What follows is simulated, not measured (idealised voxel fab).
The following process module bears the name voxel transistor to metal.
Cross-section cut spans 200 nm and uses square cells 5 nm in size.
Throughout this document, each cross-section is represented as a grid of square cells and is presented as a sequence of bands enumerated from the top downward, where a band comprises one or more rows of cells.
A band entry consists of two parts. The first gives the height of the band's top and the height of its bottom, in nm. The rest lists the band's materials from left to right, each with its width in nm. A single material labelled with the word "edge to edge" fills the band from edge to edge, and the word "blank" marks empty space.
Heads up on the height convention: 0 is the point under which the incoming wafer is all one material, and the lowest band has no bottom, it just keeps going down, like "from 0 down".
You'd read "30 to 40" like this: the band's top row of cells is as wide as the first number, its bottom row is as wide as the second, and going down, every row changes width by the same amount as the row before did.
What does "no change" mean for a step? It means no cell of the cross-section changed in that step.
"closed voids": empty spaces of 8 cells or more with no open way to the top, each given as width x height at distance, distance from the left edge, all in nm.
Post-settings text on a step line: simulator's own remark regarding the step.
Among the settings permitted on a step's line is "overlay nm"; applied to a step with a mask, it specifies the extent to which the mask lay to the right of its planned position, whereas a negative figure signifies a position to the left.

**This section lists the process steps that were planned**
1) RECEIVE: material Si
2) OXIDIZE: depth nm 5
3) CONFORMAL_DEP: material SiN, thk nm 15
4) PATTERN: tone cover, mask id ACTIVE, material resist, width nm 125, thk nm 15, overlay nm 0
5) DIRECTIONAL_ETCH: etch materials SiN, depth nm 15
6) DIRECTIONAL_ETCH: etch materials SiO2, depth nm 5
7) DIRECTIONAL_ETCH: etch materials Si, depth nm 25
8) STRIP: etch materials resist
9) OXIDIZE: depth nm 5
10) FILL_DEP: material SiO2, thk nm 10
11) CMP: height nm 15
12) SELECTIVE_ETCH: etch materials SiO2, depth nm 10
13) STRIP: etch materials SiN
14) SELECTIVE_ETCH: etch materials SiO2, depth nm 5
15) OXIDIZE: depth nm 5
16) DIRECTIONAL_DEP: material polySi, thk nm 20
17) DIRECTIONAL_DEP: material SiCN, thk nm 15
18) PATTERN: tone cover, mask id GATE, material resist, width nm 35, thk nm 15, overlay nm 0
19) DIRECTIONAL_ETCH: etch materials SiCN, depth nm 25
20) DIRECTIONAL_ETCH: etch materials polySi, depth nm 30
21) STRIP: etch materials resist
22) CONFORMAL_DEP: material SiN, thk nm 10
23) DIRECTIONAL_ETCH: etch materials SiN, depth nm 10
24) DIRECTIONAL_ETCH: etch materials SiO2, depth nm 5
25) DIRECTIONAL_ETCH: etch materials Si, depth nm 10
26) EPI: material SiGe, thk nm 10
27) FILL_DEP: material SiO2, thk nm 5
28) CMP: height nm 15
29) STRIP: etch materials polySi
30) SELECTIVE_ETCH: etch materials SiO2, depth nm 5
31) CONFORMAL_DEP: material HfO2, thk nm 5
32) CONFORMAL_DEP: material TiN, thk nm 5
33) FILL_DEP: material W, thk nm 10
34) CMP: height nm 10
35) DIRECTIONAL_DEP: material SiO2, thk nm 10
36) MASKED_ETCH: tone open, mask id CONTACT, width nm 15, pitch nm 90, etch materials SiO2, depth nm 30, overlay nm 0
37) CONFORMAL_DEP: material TiN, thk nm 5
38) FILL_DEP: material W, thk nm 10
39) CMP: height nm 20
40) CONFORMAL_DEP: material SiN, thk nm 5
41) DIRECTIONAL_DEP: material SiO2, thk nm 20
42) PATTERN: tone open, mask id METAL_1, material resist, width nm 15, pitch nm 90, thk nm 20, overlay nm 0
43) DIRECTIONAL_ETCH: etch materials SiO2, depth nm 20
44) DIRECTIONAL_ETCH: etch materials SiN, depth nm 5
45) STRIP: etch materials resist
46) CONFORMAL_DEP: material TiN, thk nm 5
47) FILL_DEP: material Cu, thk nm 5
48) CMP: height nm 45
49) CONFORMAL_DEP: material SiN, thk nm 5

**The cross-section here shows the wafer as received, i.e. in its state after step 1**
* from 0 down  Si edge to edge
* closed voids: none

**Starting structure and process plan are as shown above, but one mistake was made in running the module; the wafer cross-section at the end of the module follows**
* from 50 to 45  SiN edge to edge
* from 45 to 25  45 of SiO2 / 5 of TiN / 5 of Cu / 5 of TiN / 75 of SiO2 / 5 of TiN / 5 of Cu / 5 of TiN / 50 of SiO2
* from 25 to 20  45 of SiN / 15 of TiN / 75 of SiN / 15 of TiN / 50 of SiN
* from 20 to 10  45 of SiO2 / 5 of TiN / 5 of W / 5 of TiN / 75 of SiO2 / 5 of TiN / 5 of W / 5 of TiN / 50 of SiO2
* from 10 to 0  45 of SiO2 / 5 of TiN / 5 of W / 5 of TiN / 10 of SiO2 / 10 of SiN / 5 of HfO2 / 5 of TiN / 15 of W / 5 of TiN / 5 of HfO2 / 10 of SiN / 10 of SiO2 / 5 of TiN / 5 of W / 5 of TiN / 50 of SiO2
* from 0 to -5  30 of SiO2 / 10 of SiN / 5 of SiO2 / 15 of TiN / 10 of SiGe / 10 of SiN / 5 of HfO2 / 25 of TiN / 5 of HfO2 / 10 of SiN / 10 of SiGe / 15 of TiN / 5 of SiO2 / 10 of SiN / 35 of SiO2
* from -5 to -10  40 of SiO2 / 30 of SiGe / 5 of SiO2 / 45 of HfO2 / 5 of SiO2 / 30 of SiGe / 45 of SiO2
* from -10 to -15  40 of SiO2 / 30 of SiGe / 55 of Si / 30 of SiGe / 45 of SiO2
* from -15 to -35  40 of SiO2 / 115 of Si / 45 of SiO2
* from -35 down  Si edge to edge
* closed voids: none
Against the plan, the run slipped here: step 25 did not happen as planned, as run it was DIRECTIONAL_ETCH: etch materials Si, depth nm 5
